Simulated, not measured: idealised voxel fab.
Process module under the name voxel spacer lines
Section shown: cut. Width: 160 nm. Cell size: 5 nm, square.
Think of the cross-section as a grid of square cells. We describe it in bands, top to bottom, and each band covers one or more rows of those cells.
Each band's line starts with the height of the band's top and of its bottom, in nm. Then come its materials from left to right, each with its width in nm. One material with "throughout" fills the band from edge to edge. "empty" is empty space.
For the purposes of this specification, 0 denotes the height below which the wafer in its as-received condition is composed wholly of one material, and the lowermost band, lacking a lower limit, extends downward without end, as expressed in "z 0 and below".
Width spec "30->40" -> top row of cells at first value, bottom row at second value, equal per-row change in between.
It should be understood that the words "all unchanged", when stated for a given step, signify that the cross-section underwent no change in any of its cells during that step.
Enclosed voids (no open way to top), threshold 8 cells or more, entry "Trapped void list", notation width x height at distance, distance from left edge, nm.
On each step's line, the part that comes after the settings is the simulator's own comment on the step.
The optional step-line setting "overlay nm" applies to steps with a mask and quantifies how far to the right of its planned location the mask lay, a negative value indicating leftward placement.

-- The planned process steps are enumerated hereunder
step 1: RECEIVE (material Si)
step 2: CONFORMAL_DEP (material Al2O3; thk nm 5)
step 3: DIRECTIONAL_DEP (material TiN; thk nm 15)
step 4: DIRECTIONAL_DEP (material polySi; thk nm 20)
step 5: PATTERN (tone cover; mask id MANDREL; material resist; width nm 25; pitch nm 80; thk nm 30; overlay nm 0)
step 6: DIRECTIONAL_ETCH (etch materials polySi; depth nm 20)
step 7: STRIP (etch materials resist)
step 8: CONFORMAL_DEP (material SiO2; thk nm 15)
step 9: DIRECTIONAL_ETCH (etch materials SiO2; depth nm 15)
step 10: STRIP (etch materials polySi)
step 11: DIRECTIONAL_ETCH (etch materials TiN; depth nm 15)
step 12: STRIP (etch materials SiO2)
step 13: FILL_DEP (material lowk; thk nm 10)
step 14: CMP (height nm 20)

-- First of two wafers - as planned

-- Cross-section: wafer on arrival = after step 1
	z 0 and below = Si throughout
	Trapped void list: none

-- State of the wafer after step 2, shown in cross-section
	z 5 to 0 = Al2O3 throughout
	Everything below 0 is unchanged.

-- State of the wafer after step 3, shown in cross-section
	z 20 to 5 = TiN throughout
	Everything below 5 is unchanged.

-- State of the wafer after step 4, shown in cross-section
	z 40 to 20 = polySi throughout
	Everything below 20 is unchanged.

-- State of the wafer after step 5, shown in cross-section
	z 70 to 40 = empty (25)  resist (25)  empty (55)  resist (25)  empty (30)
	Everything below 40 is unchanged.

-- State of the wafer after step 6, shown in cross-section
	z 70 to 40 = empty (25)  resist (25)  empty (55)  resist (25)  empty (30)
	z 40 to 20 = empty (25)  polySi (25)  empty (55)  polySi (25)  empty (30)
	Everything below 20 is unchanged.

-- State of the wafer after step 7, shown in cross-section
	z 40 to 20 = empty (25)  polySi (25)  empty (55)  polySi (25)  empty (30)
	Everything below 20 is unchanged.

-- State of the wafer after step 8, shown in cross-section
	z 55 to 40 = empty (10)  SiO2 (55)  empty (25)  SiO2 (55)  empty (15)
	z 40 to 35 = empty (10)  SiO2 (15)  polySi (25)  SiO2 (15)  empty (25)  SiO2 (15)  polySi (25)  SiO2 (15)  empty (15)
	z 35 to 20 = SiO2 (25)  polySi (25)  SiO2 (55)  polySi (25)  SiO2 (30)
	Everything below 20 is unchanged.

-- State of the wafer after step 9, shown in cross-section
	z 40 to 20 = empty (10)  SiO2 (15)  polySi (25)  SiO2 (15)  empty (25)  SiO2 (15)  polySi (25)  SiO2 (15)  empty (15)
	Everything below 20 is unchanged.

-- State of the wafer after step 10, shown in cross-section
	z 40 to 20 = empty (10)  SiO2 (15)  empty (25)  SiO2 (15)  empty (25)  SiO2 (15)  empty (25)  SiO2 (15)  empty (15)
	Everything below 20 is unchanged.

-- State of the wafer after step 11, shown in cross-section
	z 40 to 20 = empty (10)  SiO2 (15)  empty (25)  SiO2 (15)  empty (25)  SiO2 (15)  empty (25)  SiO2 (15)  empty (15)
	z 20 to 5 = empty (10)  TiN (15)  empty (25)  TiN (15)  empty (25)  TiN (15)  empty (25)  TiN (15)  empty (15)
	Everything below 5 is unchanged.

-- State of the wafer after step 12, shown in cross-section
	z 20 to 5 = empty (10)  TiN (15)  empty (25)  TiN (15)  empty (25)  TiN (15)  empty (25)  TiN (15)  empty (15)
	Everything below 5 is unchanged.

-- State of the wafer after step 13, shown in cross-section
	z 30 to 20 = lowk throughout
	z 20 to 5 = lowk (10)  TiN (15)  lowk (25)  TiN (15)  lowk (25)  TiN (15)  lowk (25)  TiN (15)  lowk (15)
	Everything below 5 is unchanged.

-- State of the wafer after step 14, shown in cross-section
	z 20 to 5 = lowk (10)  TiN (15)  lowk (25)  TiN (15)  lowk (25)  TiN (15)  lowk (25)  TiN (15)  lowk (15)
	Everything below 5 is unchanged.

-- Second Wafer (Identical Start and Plan, One Processing Error; Matches First Wafer Through Step 4)

-- Cross-section of the second wafer corresponding to the planned conclusion of step 5
	z 70 to 40 = empty (20)  resist (25)  empty (55)  resist (25)  empty (35)
	Everything below 40 is unchanged.

-- Cross-section of the second wafer corresponding to the planned conclusion of step 6
	z 70 to 40 = empty (20)  resist (25)  empty (55)  resist (25)  empty (35)
	z 40 to 20 = empty (20)  polySi (25)  empty (55)  polySi (25)  empty (35)
	Everything below 20 is unchanged.

-- Cross-section of the second wafer corresponding to the planned conclusion of step 7
	z 40 to 20 = empty (20)  polySi (25)  empty (55)  polySi (25)  empty (35)
	Everything below 20 is unchanged.

-- Cross-section of the second wafer corresponding to the planned conclusion of step 8
	z 55 to 40 = empty (5)  SiO2 (55)  empty (25)  SiO2 (55)  empty (20)
	z 40 to 35 = empty (5)  SiO2 (15)  polySi (25)  SiO2 (15)  empty (25)  SiO2 (15)  polySi (25)  SiO2 (15)  empty (20)
	z 35 to 20 = SiO2 (20)  polySi (25)  SiO2 (55)  polySi (25)  SiO2 (35)
	Everything below 20 is unchanged.

-- Cross-section of the second wafer corresponding to the planned conclusion of step 9
	z 40 to 20 = empty (5)  SiO2 (15)  polySi (25)  SiO2 (15)  empty (25)  SiO2 (15)  polySi (25)  SiO2 (15)  empty (20)
	Everything below 20 is unchanged.

-- Cross-section of the second wafer corresponding to the planned conclusion of step 10
	z 40 to 20 = empty (5)  SiO2 (15)  empty (25)  SiO2 (15)  empty (25)  SiO2 (15)  empty (25)  SiO2 (15)  empty (20)
	Everything below 20 is unchanged.

-- Cross-section of the second wafer corresponding to the planned conclusion of step 11
	z 40 to 20 = empty (5)  SiO2 (15)  empty (25)  SiO2 (15)  empty (25)  SiO2 (15)  empty (25)  SiO2 (15)  empty (20)
	z 20 to 5 = empty (5)  TiN (15)  empty (25)  TiN (15)  empty (25)  TiN (15)  empty (25)  TiN (15)  empty (20)
	Everything below 5 is unchanged.

-- Cross-section of the second wafer corresponding to the planned conclusion of step 12
	z 20 to 5 = empty (5)  TiN (15)  empty (25)  TiN (15)  empty (25)  TiN (15)  empty (25)  TiN (15)  empty (20)
	Everything below 5 is unchanged.

-- Cross-section of the second wafer corresponding to the planned conclusion of step 13
	z 30 to 20 = lowk throughout
	z 20 to 5 = lowk (5)  TiN (15)  lowk (25)  TiN (15)  lowk (25)  TiN (15)  lowk (25)  TiN (15)  lowk (20)
	Everything below 5 is unchanged.

-- Cross-section of the second wafer corresponding to the planned conclusion of step 14
	z 20 to 5 = lowk (5)  TiN (15)  lowk (25)  TiN (15)  lowk (25)  TiN (15)  lowk (25)  TiN (15)  lowk (20)
	Everything below 5 is unchanged.
Error vs. plan: step 5 went in with a setting other than planned; the actual run was PATTERN (tone cover; mask id MANDREL; material resist; width nm 25; pitch nm 80; thk nm 30; overlay nm -5)
At the end, the second wafer has the same number of cells of each material as the first, but those cells sit in other places.
